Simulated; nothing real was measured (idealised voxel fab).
Proc. module: voxel transistor to metal
Cross-sectional view cut (width: 205 nm; square cell size: 5 nm).
Square cells in a grid make up a cross-section in this document, and the grid is given as bands, listed from the top down, each one or more rows of cells. Quick guide to a band line: top height, bottom height (nm) up front; then every material left to right with its width in nm. Only one material and it's marked "everywhere"? Then it fills the band edge to edge. And "empty" just means empty space. Counting heights begins at 0, where everything beneath is, in the wafer as received, one material. The lowest band has no bottom; it goes on downwards, as "0 down" shows. The expression "30 to 40" gives the width at the extremes of the band, the first number at its top row of cells and the second at its bottom row, with the width changing by equal amounts from each row to the next in between. Take "everything unchanged" at face value: in the step it is given for, the cross-section changed in none of its cells. So "Closed cavities" is basically the list of trapped voids: any empty space of 8 cells or more that can't reach the top through an opening. They're written width x height at distance, the distance being from the left edge, and it's all nm. Past the settings on a step's line: simulator remark, on that step. "overlay nm" on a masked step: distance the mask lay right of its planned place, negative for left.
**The planned process steps are enumerated hereunder**
1,RECEIVE with material Si
2,CONFORMAL_DEP with material SiO2, thk nm 5
3,CONFORMAL_DEP with material SiN, thk nm 10
4,DIRECTIONAL_DEP with material aC, thk nm 15
5,PATTERN with tone cover, mask id ACTIVE, material resist, width nm 110, thk nm 35, overlay nm 0
6,DIRECTIONAL_ETCH with etch materials aC, depth nm 15
7,STRIP with etch materials resist
8,DIRECTIONAL_ETCH with etch materials SiN, depth nm 10
9,DIRECTIONAL_ETCH with etch materials SiO2, depth nm 5
10,DIRECTIONAL_ETCH with etch materials Si, depth nm 35
11,STRIP with etch materials aC
12,OXIDIZE with depth nm 5
13,FILL_DEP with material SiO2, thk nm 10
14,CMP with height nm 15
15,SELECTIVE_ETCH with etch materials SiO2, depth nm 10
16,STRIP with etch materials SiN
17,SELECTIVE_ETCH with etch materials SiO2, depth nm 5
18,OXIDIZE with depth nm 5
19,DIRECTIONAL_DEP with material polySi, thk nm 25
20,DIRECTIONAL_DEP with material SiCN, thk nm 10
21,DIRECTIONAL_DEP with material aC, thk nm 10
22,PATTERN with tone cover, mask id GATE, material resist, width nm 20, thk nm 25, overlay nm 0
23,DIRECTIONAL_ETCH with etch materials aC, depth nm 10
24,STRIP with etch materials resist
25,DIRECTIONAL_ETCH with etch materials SiCN, depth nm 20
26,DIRECTIONAL_ETCH with etch materials polySi, depth nm 35
27,STRIP with etch materials aC
28,CONFORMAL_DEP with material SiO2, thk nm 5
29,DIRECTIONAL_ETCH with etch materials SiO2, depth nm 5
30,CONFORMAL_DEP with material SiN, thk nm 10
31,DIRECTIONAL_ETCH with etch materials SiN, depth nm 10
32,DIRECTIONAL_ETCH with etch materials SiO2, depth nm 5
33,EPI with material pSi, thk nm 5
34,FILL_DEP with material SiO2, thk nm 10
35,CMP with height nm 35
36,DIRECTIONAL_DEP with material SiO2, thk nm 15
37,MASKED_ETCH with tone open, mask id CONTACT, width nm 30, pitch nm 60, etch materials SiO2, depth nm 50, overlay nm 0
38,CONFORMAL_DEP with material TiN, thk nm 5
39,FILL_DEP with material Ru, thk nm 5
40,CMP with height nm 50
41,CONFORMAL_DEP with material SiCN, thk nm 5
42,DIRECTIONAL_DEP with material SiO2, thk nm 15
43,MASKED_ETCH with tone open, mask id METAL_1, width nm 15, pitch nm 75, etch materials SiO2, depth nm 15, overlay nm 0
44,MASKED_ETCH with tone open, mask id METAL_1, width nm 15, pitch nm 75, etch materials SiCN, depth nm 5, overlay nm 0
45,CONFORMAL_DEP with material TiN, thk nm 5
46,FILL_DEP with material Ru, thk nm 10
47,CMP with height nm 70
48,CONFORMAL_DEP with material SiCN, thk nm 5
49,DIRECTIONAL_DEP with material SiO2, thk nm 30
50,PATTERN with tone open, mask id METAL_2, material resist, width nm 15, pitch nm 75, thk nm 15, overlay nm 0
51,DIRECTIONAL_ETCH with etch materials SiO2, depth nm 20
52,STRIP with etch materials resist
53,MASKED_ETCH with tone open, mask id METAL_2_HOLES, width nm 15, pitch nm 75, etch materials SiO2, depth nm 10, overlay nm 0
54,MASKED_ETCH with tone open, mask id METAL_2_HOLES, width nm 15, pitch nm 75, etch materials SiCN, depth nm 5, overlay nm 0
55,CONFORMAL_DEP with material TiN, thk nm 5
56,FILL_DEP with material Ru, thk nm 10
57,CMP with height nm 105
58,CONFORMAL_DEP with material SiCN, thk nm 5
**Of two wafers, the first: run according to plan**
**As-received wafer cross-section (after step 1)**
    0 down: Si everywhere
    Closed cavities: none
**After step 2, in cross-section**
    5 to 0: SiO2 everywhere
    For the remainder of the cross-section, below 0, there is no change.
**After step 3, in cross-section**
    15 to 5: SiN everywhere
    For the remainder of the cross-section, below 5, there is no change.
**After step 4, in cross-section**
    30 to 15: aC everywhere
    For the remainder of the cross-section, below 15, there is no change.
**After step 5, in cross-section**
    65 to 30: 45 of empty  110 of resist  50 of empty
    For the remainder of the cross-section, below 30, there is no change.
**After step 6, in cross-section**
    50 to 30: 45 of empty  110 of resist  50 of empty
    30 to 15: 45 of empty  110 of aC  50 of empty
    For the remainder of the cross-section, below 15, there is no change.
**After step 7, in cross-section**
    30 to 15: 45 of empty  110 of aC  50 of empty
    For the remainder of the cross-section, below 15, there is no change.
**After step 8, in cross-section**
    30 to 15: 45 of empty  110 of aC  50 of empty
    15 to 5: 45 of empty  110 of SiN  50 of empty
    For the remainder of the cross-section, below 5, there is no change.
**After step 9, in cross-section**
    30 to 15: 45 of empty  110 of aC  50 of empty
    15 to 5: 45 of empty  110 of SiN  50 of empty
    5 to 0: 45 of empty  110 of SiO2  50 of empty
    For the remainder of the cross-section, below 0, there is no change.
**After step 10, in cross-section**
    30 to 15: 45 of empty  110 of aC  50 of empty
    15 to 5: 45 of empty  110 of SiN  50 of empty
    5 to 0: 45 of empty  110 of SiO2  50 of empty
    0 to -35: 45 of empty  110 of Si  50 of empty
    For the remainder of the cross-section, below -35, there is no change.
**After step 11, in cross-section**
    15 to 5: 45 of empty  110 of SiN  50 of empty
    For the remainder of the cross-section, below 5, there is no change.
**After step 12, in cross-section**
    15 to 5: 45 of empty  110 of SiN  50 of empty
    5 to 0: 45 of empty  110 of SiO2  50 of empty
    0 to -35: 45 of empty  5 of SiO2  100 of Si  5 of SiO2  50 of empty
    -35 to -40: 50 of SiO2  100 of Si  55 of SiO2
    For the remainder of the cross-section, below -40, there is no change.
**After step 13, in cross-section**
    25 to 15: SiO2 everywhere
    15 to 5: 45 of SiO2  110 of SiN  50 of SiO2
    5 to 0: SiO2 everywhere
    0 to -40: 50 of SiO2  100 of Si  55 of SiO2
    For the remainder of the cross-section, below -40, there is no change.
**After step 14, in cross-section**
    15 to 5: 45 of SiO2  110 of SiN  50 of SiO2
    For the remainder of the cross-section, below 5, there is no change.
**After step 15, in cross-section**
    15 to 5: 45 of empty  110 of SiN  50 of empty
    For the remainder of the cross-section, below 5, there is no change.
**After step 16, in cross-section**
    5 to 0: SiO2 everywhere
    For the remainder of the cross-section, below 0, there is no change.
**After step 17, in cross-section**
    0 to -40: 50 of SiO2  100 of Si  55 of SiO2
    For the remainder of the cross-section, below -40, there is no change.
**After step 18, in cross-section**
    0 to -5: SiO2 everywhere
    For the remainder of the cross-section, below -5, there is no change.
**After step 19, in cross-section**
    25 to 0: polySi everywhere
    For the remainder of the cross-section, below 0, there is no change.
**After step 20, in cross-section**
    35 to 25: SiCN everywhere
    For the remainder of the cross-section, below 25, there is no change.
**After step 21, in cross-section**
    45 to 35: aC everywhere
    For the remainder of the cross-section, below 35, there is no change.
**After step 22, in cross-section**
    70 to 45: 90 of empty  20 of resist  95 of empty
    For the remainder of the cross-section, below 45, there is no change.
**After step 23, in cross-section**
    60 to 45: 90 of empty  20 of resist  95 of empty
    45 to 35: 90 of empty  20 of aC  95 of empty
    For the remainder of the cross-section, below 35, there is no change.
**After step 24, in cross-section**
    45 to 35: 90 of empty  20 of aC  95 of empty
    For the remainder of the cross-section, below 35, there is no change.
**After step 25, in cross-section**
    45 to 35: 90 of empty  20 of aC  95 of empty
    35 to 25: 90 of empty  20 of SiCN  95 of empty
    For the remainder of the cross-section, below 25, there is no change.
**After step 26, in cross-section**
    45 to 35: 90 of empty  20 of aC  95 of empty
    35 to 25: 90 of empty  20 of SiCN  95 of empty
    25 to 0: 90 of empty  20 of polySi  95 of empty
    For the remainder of the cross-section, below 0, there is no change.
**After step 27, in cross-section**
    35 to 25: 90 of empty  20 of SiCN  95 of empty
    For the remainder of the cross-section, below 25, there is no change.
**After step 28, in cross-section**
    40 to 35: 85 of empty  30 of SiO2  90 of empty
    35 to 25: 85 of empty  5 of SiO2  20 of SiCN  5 of SiO2  90 of empty
    25 to 5: 85 of empty  5 of SiO2  20 of polySi  5 of SiO2  90 of empty
    5 to 0: 90 of SiO2  20 of polySi  95 of SiO2
    For the remainder of the cross-section, below 0, there is no change.
**After step 29, in cross-section**
    35 to 25: 85 of empty  5 of SiO2  20 of SiCN  5 of SiO2  90 of empty
    25 to 0: 85 of empty  5 of SiO2  20 of polySi  5 of SiO2  90 of empty
    For the remainder of the cross-section, below 0, there is no change.
**After step 30, in cross-section**
    45 to 35: 75 of empty  50 of SiN  80 of empty
    35 to 25: 75 of empty  10 of SiN  5 of SiO2  20 of SiCN  5 of SiO2  10 of SiN  80 of empty
    25 to 10: 75 of empty  10 of SiN  5 of SiO2  20 of polySi  5 of SiO2  10 of SiN  80 of empty
    10 to 0: 85 of SiN  5 of SiO2  20 of polySi  5 of SiO2  90 of SiN
    For the remainder of the cross-section, below 0, there is no change.
**After step 31, in cross-section**
    35 to 25: 75 of empty  10 of SiN  5 of SiO2  20 of SiCN  5 of SiO2  10 of SiN  80 of empty
    25 to 0: 75 of empty  10 of SiN  5 of SiO2  20 of polySi  5 of SiO2  10 of SiN  80 of empty
    For the remainder of the cross-section, below 0, there is no change.
**After step 32, in cross-section**
    35 to 30: 75 of empty  10 of SiN  5 of empty  20 of SiCN  5 of empty  10 of SiN  80 of empty
    30 to 25: 75 of empty  10 of SiN  5 of SiO2  20 of SiCN  5 of SiO2  10 of SiN  80 of empty
    25 to 0: 75 of empty  10 of SiN  5 of SiO2  20 of polySi  5 of SiO2  10 of SiN  80 of empty
    0 to -5: 75 of empty  50 of SiO2  80 of empty
    For the remainder of the cross-section, below -5, there is no change.
**After step 33, in cross-section**
    35 to 30: 75 of empty  10 of SiN  5 of empty  20 of SiCN  5 of empty  10 of SiN  80 of empty
    30 to 25: 75 of empty  10 of SiN  5 of SiO2  20 of SiCN  5 of SiO2  10 of SiN  80 of empty
    25 to 0: 75 of empty  10 of SiN  5 of SiO2  20 of polySi  5 of SiO2  10 of SiN  80 of empty
    0 to -5: 45 of empty  30 of pSi  50 of SiO2  30 of pSi  50 of empty
    For the remainder of the cross-section, below -5, there is no change.
**After step 34, in cross-section**
    45 to 35: SiO2 everywhere
    35 to 25: 75 of SiO2  10 of SiN  5 of SiO2  20 of SiCN  5 of SiO2  10 of SiN  80 of SiO2
    25 to 0: 75 of SiO2  10 of SiN  5 of SiO2  20 of polySi  5 of SiO2  10 of SiN  80 of SiO2
    0 to -5: 45 of SiO2  30 of pSi  50 of SiO2  30 of pSi  50 of SiO2
    For the remainder of the cross-section, below -5, there is no change.
**After step 35, in cross-section**
    35 to 25: 75 of SiO2  10 of SiN  5 of SiO2  20 of SiCN  5 of SiO2  10 of SiN  80 of SiO2
    For the remainder of the cross-section, below 25, there is no change.
**After step 36, in cross-section**
    50 to 35: SiO2 everywhere
    For the remainder of the cross-section, below 35, there is no change.
**After step 37, in cross-section**
    50 to 35: 55 of SiO2  30 of empty  30 of SiO2  30 of empty  60 of SiO2
    35 to 25: 55 of SiO2  20 of empty  10 of SiN  5 of SiO2  20 of SiCN  5 of SiO2  10 of SiN  20 of empty  60 of SiO2
    25 to 0: 55 of SiO2  20 of empty  10 of SiN  5 of SiO2  20 of polySi  5 of SiO2  10 of SiN  20 of empty  60 of SiO2
    For the remainder of the cross-section, below 0, there is no change.
**After step 38, in cross-section**
    55 to 50: 60 of TiN  20 of empty  40 of TiN  20 of empty  65 of TiN
    50 to 40: 55 of SiO2  5 of TiN  20 of empty  5 of TiN  30 of SiO2  5 of TiN  20 of empty  5 of TiN  60 of SiO2
    40 to 35: 55 of SiO2  5 of TiN  10 of empty  15 of TiN  30 of SiO2  15 of TiN  10 of empty  5 of TiN  60 of SiO2
    35 to 25: 55 of SiO2  5 of TiN  10 of empty  5 of TiN  10 of SiN  5 of SiO2  20 of SiCN  5 of SiO2  10 of SiN  5 of TiN  10 of empty  5 of TiN  60 of SiO2
    25 to 5: 55 of SiO2  5 of TiN  10 of empty  5 of TiN  10 of SiN  5 of SiO2  20 of polySi  5 of SiO2  10 of SiN  5 of TiN  10 of empty  5 of TiN  60 of SiO2
    5 to 0: 55 of SiO2  20 of TiN  10 of SiN  5 of SiO2  20 of polySi  5 of SiO2  10 of SiN  20 of TiN  60 of SiO2
    For the remainder of the cross-section, below 0, there is no change.
**After step 39, in cross-section**
    60 to 55: Ru everywhere
    55 to 50: 60 of TiN  20 of Ru  40 of TiN  20 of Ru  65 of TiN
    50 to 40: 55 of SiO2  5 of TiN  20 of Ru  5 of TiN  30 of SiO2  5 of TiN  20 of Ru  5 of TiN  60 of SiO2
    40 to 35: 55 of SiO2  5 of TiN  10 of Ru  15 of TiN  30 of SiO2  15 of TiN  10 of Ru  5 of TiN  60 of SiO2
    35 to 25: 55 of SiO2  5 of TiN  10 of Ru  5 of TiN  10 of SiN  5 of SiO2  20 of SiCN  5 of SiO2  10 of SiN  5 of TiN  10 of Ru  5 of TiN  60 of SiO2
    25 to 5: 55 of SiO2  5 of TiN  10 of Ru  5 of TiN  10 of SiN  5 of SiO2  20 of polySi  5 of SiO2  10 of SiN  5 of TiN  10 of Ru  5 of TiN  60 of SiO2
    For the remainder of the cross-section, below 5, there is no change.
**After step 40, in cross-section**
    50 to 40: 55 of SiO2  5 of TiN  20 of Ru  5 of TiN  30 of SiO2  5 of TiN  20 of Ru  5 of TiN  60 of SiO2
    For the remainder of the cross-section, below 40, there is no change.
**After step 41, in cross-section**
    55 to 50: SiCN everywhere
    For the remainder of the cross-section, below 50, there is no change.
**After step 42, in cross-section**
    70 to 55: SiO2 everywhere
    For the remainder of the cross-section, below 55, there is no change.
**After step 43, in cross-section**
    70 to 55: 55 of SiO2  15 of empty  60 of SiO2  15 of empty  60 of SiO2
    For the remainder of the cross-section, below 55, there is no change.
**After step 44, in cross-section**
    70 to 55: 55 of SiO2  15 of empty  60 of SiO2  15 of empty  60 of SiO2
    55 to 50: 55 of SiCN  15 of empty  60 of SiCN  15 of empty  60 of SiCN
    For the remainder of the cross-section, below 50, there is no change.
**After step 45, in cross-section**
    75 to 70: 60 of TiN  5 of empty  70 of TiN  5 of empty  65 of TiN
    70 to 55: 55 of SiO2  5 of TiN  5 of empty  5 of TiN  60 of SiO2  5 of TiN  5 of empty  5 of TiN  60 of SiO2
    55 to 50: 55 of SiCN  15 of TiN  60 of SiCN  15 of TiN  60 of SiCN
    For the remainder of the cross-section, below 50, there is no change.
**After step 46, in cross-section**
    85 to 75: Ru everywhere
    75 to 70: 60 of TiN  5 of Ru  70 of TiN  5 of Ru  65 of TiN
    70 to 55: 55 of SiO2  5 of TiN  5 of Ru  5 of TiN  60 of SiO2  5 of TiN  5 of Ru  5 of TiN  60 of SiO2
    For the remainder of the cross-section, below 55, there is no change.
**After step 47, in cross-section**
    70 to 55: 55 of SiO2  5 of TiN  5 of Ru  5 of TiN  60 of SiO2  5 of TiN  5 of Ru  5 of TiN  60 of SiO2
    For the remainder of the cross-section, below 55, there is no change.
**After step 48, in cross-section**
    75 to 70: SiCN everywhere
    For the remainder of the cross-section, below 70, there is no change.
**After step 49, in cross-section**
    105 to 75: SiO2 everywhere
    For the remainder of the cross-section, below 75, there is no change.
**After step 50, in cross-section**
    120 to 105: 55 of resist  15 of empty  60 of resist  15 of empty  60 of resist
    For the remainder of the cross-section, below 105, there is no change.
**After step 51, in cross-section**
    120 to 105: 55 of resist  15 of empty  60 of resist  15 of empty  60 of resist
    105 to 85: 55 of SiO2  15 of empty  60 of SiO2  15 of empty  60 of SiO2
    For the remainder of the cross-section, below 85, there is no change.
**After step 52, in cross-section**
    105 to 85: 55 of SiO2  15 of empty  60 of SiO2  15 of empty  60 of SiO2
    For the remainder of the cross-section, below 85, there is no change.
**After step 53, in cross-section**
    105 to 75: 55 of SiO2  15 of empty  60 of SiO2  15 of empty  60 of SiO2
    For the remainder of the cross-section, below 75, there is no change.
**After step 54, in cross-section**
    105 to 75: 55 of SiO2  15 of empty  60 of SiO2  15 of empty  60 of SiO2
    75 to 70: 55 of SiCN  15 of empty  60 of SiCN  15 of empty  60 of SiCN
    For the remainder of the cross-section, below 70, there is no change.
**After step 55, in cross-section**
    110 to 105: 60 of TiN  5 of empty  70 of TiN  5 of empty  65 of TiN
    105 to 75: 55 of SiO2  5 of TiN  5 of empty  5 of TiN  60 of SiO2  5 of TiN  5 of empty  5 of TiN  60 of SiO2
    75 to 70: 55 of SiCN  15 of TiN  60 of SiCN  15 of TiN  60 of SiCN
    For the remainder of the cross-section, below 70, there is no change.
**After step 56, in cross-section**
    120 to 110: Ru everywhere
    110 to 105: 60 of TiN  5 of Ru  70 of TiN  5 of Ru  65 of TiN
    105 to 75: 55 of SiO2  5 of TiN  5 of Ru  5 of TiN  60 of SiO2  5 of TiN  5 of Ru  5 of TiN  60 of SiO2
    For the remainder of the cross-section, below 75, there is no change.
**After step 57, in cross-section**
    105 to 75: 55 of SiO2  5 of TiN  5 of Ru  5 of TiN  60 of SiO2  5 of TiN  5 of Ru  5 of TiN  60 of SiO2
    For the remainder of the cross-section, below 75, there is no change.
**After step 58, in cross-section**
    110 to 105: SiCN everywhere
    For the remainder of the cross-section, below 105, there is no change.
**The Second Wafer: Common Origin and Plan, One Mistake in Execution, Identical to the First Through Step 35**
**Second wafer cross-section, taken as of the time the plan sets for step 36 to be done**
    35 to 25: 55 of SiO2  20 of empty  10 of SiN  5 of SiO2  20 of SiCN  5 of SiO2  10 of SiN  20 of empty  60 of SiO2
    25 to 0: 55 of SiO2  20 of empty  10 of SiN  5 of SiO2  20 of polySi  5 of SiO2  10 of SiN  20 of empty  60 of SiO2
    For the remainder of the cross-section, below 0, there is no change.
**Second wafer cross-section, taken as of the time the plan sets for step 37 to be done**
    50 to 35: 55 of SiO2  20 of empty  50 of SiO2  20 of empty  60 of SiO2
    35 to 25: 55 of SiO2  20 of empty  10 of SiN  5 of SiO2  20 of SiCN  5 of SiO2  10 of SiN  20 of empty  60 of SiO2
    25 to 15: 55 of SiO2  20 of empty  10 of SiN  5 of SiO2  20 of polySi  5 of SiO2  10 of SiN  20 of empty  60 of SiO2
    15 to 0: 75 of SiO2  10 of SiN  5 of SiO2  20 of polySi  5 of SiO2  10 of SiN  80 of SiO2
    For the remainder of the cross-section, below 0, there is no change.
**Second wafer cross-section, taken as of the time the plan sets for step 38 to be done**
    55 to 50: 60 of TiN  10 of empty  60 of TiN  10 of empty  65 of TiN
    50 to 35: 55 of SiO2  5 of TiN  10 of empty  5 of TiN  50 of SiO2  5 of TiN  10 of empty  5 of TiN  60 of SiO2
    35 to 25: 55 of SiO2  5 of TiN  10 of empty  5 of TiN  10 of SiN  5 of SiO2  20 of SiCN  5 of SiO2  10 of SiN  5 of TiN  10 of empty  5 of TiN  60 of SiO2
    25 to 20: 55 of SiO2  5 of TiN  10 of empty  5 of TiN  10 of SiN  5 of SiO2  20 of polySi  5 of SiO2  10 of SiN  5 of TiN  10 of empty  5 of TiN  60 of SiO2
    20 to 15: 55 of SiO2  20 of TiN  10 of SiN  5 of SiO2  20 of polySi  5 of SiO2  10 of SiN  20 of TiN  60 of SiO2
    For the remainder of the cross-section, below 15, there is no change.
**Second wafer cross-section, taken as of the time the plan sets for step 39 to be done**
    60 to 55: Ru everywhere
    55 to 50: 60 of TiN  10 of Ru  60 of TiN  10 of Ru  65 of TiN
    50 to 35: 55 of SiO2  5 of TiN  10 of Ru  5 of TiN  50 of SiO2  5 of TiN  10 of Ru  5 of TiN  60 of SiO2
    35 to 25: 55 of SiO2  5 of TiN  10 of Ru  5 of TiN  10 of SiN  5 of SiO2  20 of SiCN  5 of SiO2  10 of SiN  5 of TiN  10 of Ru  5 of TiN  60 of SiO2
    25 to 20: 55 of SiO2  5 of TiN  10 of Ru  5 of TiN  10 of SiN  5 of SiO2  20 of polySi  5 of SiO2  10 of SiN  5 of TiN  10 of Ru  5 of TiN  60 of SiO2
    For the remainder of the cross-section, below 20, there is no change.
**Second wafer cross-section, taken as of the time the plan sets for step 40 to be done**
    50 to 35: 55 of SiO2  5 of TiN  10 of Ru  5 of TiN  50 of SiO2  5 of TiN  10 of Ru  5 of TiN  60 of SiO2
    For the remainder of the cross-section, below 35, there is no change.
**Second wafer cross-section, taken as of the time the plan sets for step 41 to be done**
    55 to 50: SiCN everywhere
    For the remainder of the cross-section, below 50, there is no change.
**Second wafer cross-section, taken as of the time the plan sets for step 42 to be done**
    70 to 55: SiO2 everywhere
    For the remainder of the cross-section, below 55, there is no change.
**Second wafer cross-section, taken as of the time the plan sets for step 43 to be done**
    70 to 55: 55 of SiO2  15 of empty  60 of SiO2  15 of empty  60 of SiO2
    For the remainder of the cross-section, below 55, there is no change.
**Second wafer cross-section, taken as of the time the plan sets for step 44 to be done**
    70 to 55: 55 of SiO2  15 of empty  60 of SiO2  15 of empty  60 of SiO2
    55 to 50: 55 of SiCN  15 of empty  60 of SiCN  15 of empty  60 of SiCN
    For the remainder of the cross-section, below 50, there is no change.
**Second wafer cross-section, taken as of the time the plan sets for step 45 to be done**
    75 to 70: 60 of TiN  5 of empty  70 of TiN  5 of empty  65 of TiN
    70 to 55: 55 of SiO2  5 of TiN  5 of empty  5 of TiN  60 of SiO2  5 of TiN  5 of empty  5 of TiN  60 of SiO2
    55 to 50: 55 of SiCN  15 of TiN  60 of SiCN  15 of TiN  60 of SiCN
    For the remainder of the cross-section, below 50, there is no change.
**Second wafer cross-section, taken as of the time the plan sets for step 46 to be done**
    85 to 75: Ru everywhere
    75 to 70: 60 of TiN  5 of Ru  70 of TiN  5 of Ru  65 of TiN
    70 to 55: 55 of SiO2  5 of TiN  5 of Ru  5 of TiN  60 of SiO2  5 of TiN  5 of Ru  5 of TiN  60 of SiO2
    For the remainder of the cross-section, below 55, there is no change.
**Second wafer cross-section, taken as of the time the plan sets for step 47 to be done**
    70 to 55: 55 of SiO2  5 of TiN  5 of Ru  5 of TiN  60 of SiO2  5 of TiN  5 of Ru  5 of TiN  60 of SiO2
    For the remainder of the cross-section, below 55, there is no change.
**Second wafer cross-section, taken as of the time the plan sets for step 48 to be done**
    75 to 70: SiCN everywhere
    For the remainder of the cross-section, below 70, there is no change.
**Second wafer cross-section, taken as of the time the plan sets for step 49 to be done**
    105 to 75: SiO2 everywhere
    For the remainder of the cross-section, below 75, there is no change.
**Second wafer cross-section, taken as of the time the plan sets for step 50 to be done**
    120 to 105: 55 of resist  15 of empty  60 of resist  15 of empty  60 of resist
    For the remainder of the cross-section, below 105, there is no change.
**Second wafer cross-section, taken as of the time the plan sets for step 51 to be done**
    120 to 105: 55 of resist  15 of empty  60 of resist  15 of empty  60 of resist
    105 to 85: 55 of SiO2  15 of empty  60 of SiO2  15 of empty  60 of SiO2
    For the remainder of the cross-section, below 85, there is no change.
**Second wafer cross-section, taken as of the time the plan sets for step 52 to be done**
    105 to 85: 55 of SiO2  15 of empty  60 of SiO2  15 of empty  60 of SiO2
    For the remainder of the cross-section, below 85, there is no change.
**Second wafer cross-section, taken as of the time the plan sets for step 53 to be done**
    105 to 75: 55 of SiO2  15 of empty  60 of SiO2  15 of empty  60 of SiO2
    For the remainder of the cross-section, below 75, there is no change.
**Second wafer cross-section, taken as of the time the plan sets for step 54 to be done**
    105 to 75: 55 of SiO2  15 of empty  60 of SiO2  15 of empty  60 of SiO2
    75 to 70: 55 of SiCN  15 of empty  60 of SiCN  15 of empty  60 of SiCN
    For the remainder of the cross-section, below 70, there is no change.
**Second wafer cross-section, taken as of the time the plan sets for step 55 to be done**
    110 to 105: 60 of TiN  5 of empty  70 of TiN  5 of empty  65 of TiN
    105 to 75: 55 of SiO2  5 of TiN  5 of empty  5 of TiN  60 of SiO2  5 of TiN  5 of empty  5 of TiN  60 of SiO2
    75 to 70: 55 of SiCN  15 of TiN  60 of SiCN  15 of TiN  60 of SiCN
    For the remainder of the cross-section, below 70, there is no change.
**Second wafer cross-section, taken as of the time the plan sets for step 56 to be done**
    120 to 110: Ru everywhere
    110 to 105: 60 of TiN  5 of Ru  70 of TiN  5 of Ru  65 of TiN
    105 to 75: 55 of SiO2  5 of TiN  5 of Ru  5 of TiN  60 of SiO2  5 of TiN  5 of Ru  5 of TiN  60 of SiO2
    For the remainder of the cross-section, below 75, there is no change.
**Second wafer cross-section, taken as of the time the plan sets for step 57 to be done**
    105 to 75: 55 of SiO2  5 of TiN  5 of Ru  5 of TiN  60 of SiO2  5 of TiN  5 of Ru  5 of TiN  60 of SiO2
    For the remainder of the cross-section, below 75, there is no change.
**Second wafer cross-section, taken as of the time the plan sets for step 58 to be done**
    110 to 105: SiCN everywhere
    For the remainder of the cross-section, below 105, there is no change.
Here's what went sideways: steps 36 and 37: order swapped relative to plan
Heads up, by the end the second wafer has more or fewer cells of some materials compared to the first: Ru -20, SiO2 +36, TiN -16
